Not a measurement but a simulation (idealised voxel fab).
Process module under the name voxel self aligned contacts
Xsec cut, 300 nm wide, square cell size 5 nm.
When this document writes out a cross-section, it uses a grid of square cells and lists it as bands, beginning at the top and moving down, with a band standing for one or more rows of cells. In this notation a band is specified by the heights of its top and bottom, in that order and in nm, after which its materials appear from left to right, each paired with its width in nm. The word "all across" attached to a single material means that material fills the band from edge to edge; the word "empty" stands for empty space. The reference from which all heights are counted is 0, the level beneath which the as-received wafer is entirely one material; the lowest band, having no lower bound, proceeds downward and is written after the example "0 and below". The width entry "30..40" should be interpreted row by row: the top row of cells in the band takes the first number, the bottom row takes the second number, and the change between adjacent rows is uniform throughout. "everything unchanged", as given for a step, is the statement that not any cell of the cross-section underwent a change during that step. What "Closed void roster" gives you is every empty space of 8 cells or more that is cut off from the top. Each appears as width x height at distance, with the distance taken from the left edge and width, height and distance all in nm. Where a step's line continues beyond its settings, the continuation is a remark by the simulator itself on that step. The setting "overlay nm" may be written on the line of a step. When the step uses a mask, the value reports how far to the right of the planned place the mask lay, and a negative value reports that it lay to the left.

### These are the steps we planned for the process
| 1 | op RECEIVE | material Si |
| 2 | op OXIDIZE | depth nm 5 |
| 3 | op DIRECTIONAL_DEP | material polySi | thk nm 30 |
| 4 | op DIRECTIONAL_DEP | material SiN | thk nm 20 |
| 5 | op DIRECTIONAL_DEP | material aC | thk nm 10 |
| 6 | op PATTERN | tone cover | mask id GATE | material resist | width nm 30 | pitch nm 65 | thk nm 30 | overlay nm 0 |
| 7 | op DIRECTIONAL_ETCH | etch materials aC | depth nm 10 |
| 8 | op STRIP | etch materials resist |
| 9 | op DIRECTIONAL_ETCH | etch materials SiN | depth nm 20 |
| 10 | op DIRECTIONAL_ETCH | etch materials polySi | depth nm 30 |
| 11 | op STRIP | etch materials aC |
| 12 | op CONFORMAL_DEP | material SiN | thk nm 5 |
| 13 | op DIRECTIONAL_ETCH | etch materials SiN | depth nm 5 |
| 14 | op FILL_DEP | material SiO2 | thk nm 10 |
| 15 | op CMP | height nm 55 |
| 16 | op MASKED_ETCH | tone open | mask id CONTACT | width nm 45 | pitch nm 65 | etch materials SiO2 | depth nm 60 | overlay nm 0 |
| 17 | op CONFORMAL_DEP | material TiN | thk nm 5 |
| 18 | op FILL_DEP | material Ru | thk nm 10 |
| 19 | op CMP | height nm 55 |
| 20 | op CONFORMAL_DEP | material SiN | thk nm 5 |

### This is the cross-section of the wafer as we received it, i.e. after step 1
> 0 and below = Si all across
> Closed void roster: none

### Figure: cross-sectional view of the wafer upon completion of the module, processed from the initial state and according to the plan depicted above, with one error introduced during execution
> 60 down to 55 = SiN all across
> 55 down to 50 = Ru (60) / TiN (35) / SiO2 (45) / TiN (20) / SiO2 (45) / TiN (35) / Ru (60)
> 50 down to 30 = Ru (60) / TiN (5) / SiN (40) / SiO2 (25) / SiN (40) / SiO2 (25) / SiN (40) / TiN (5) / Ru (60)
> 30 down to 0 = Ru (60) / TiN (5) / SiN (5) / polySi (30) / SiN (5) / SiO2 (25) / SiN (5) / polySi (30) / SiN (5) / SiO2 (25) / SiN (5) / polySi (30) / SiN (5) / TiN (5) / Ru (60)
> 0 down to -5 = TiN (65) / SiO2 (170) / TiN (65)
> -5 and below = Si all across
> Closed void roster: none
Error vs. plan: heads up, step 16 didn't go per plan, it actually ran as op MASKED_ETCH | tone cover | mask id CONTACT | width nm 45 | pitch nm 65 | etch materials SiO2 | depth nm 60 | overlay nm 0
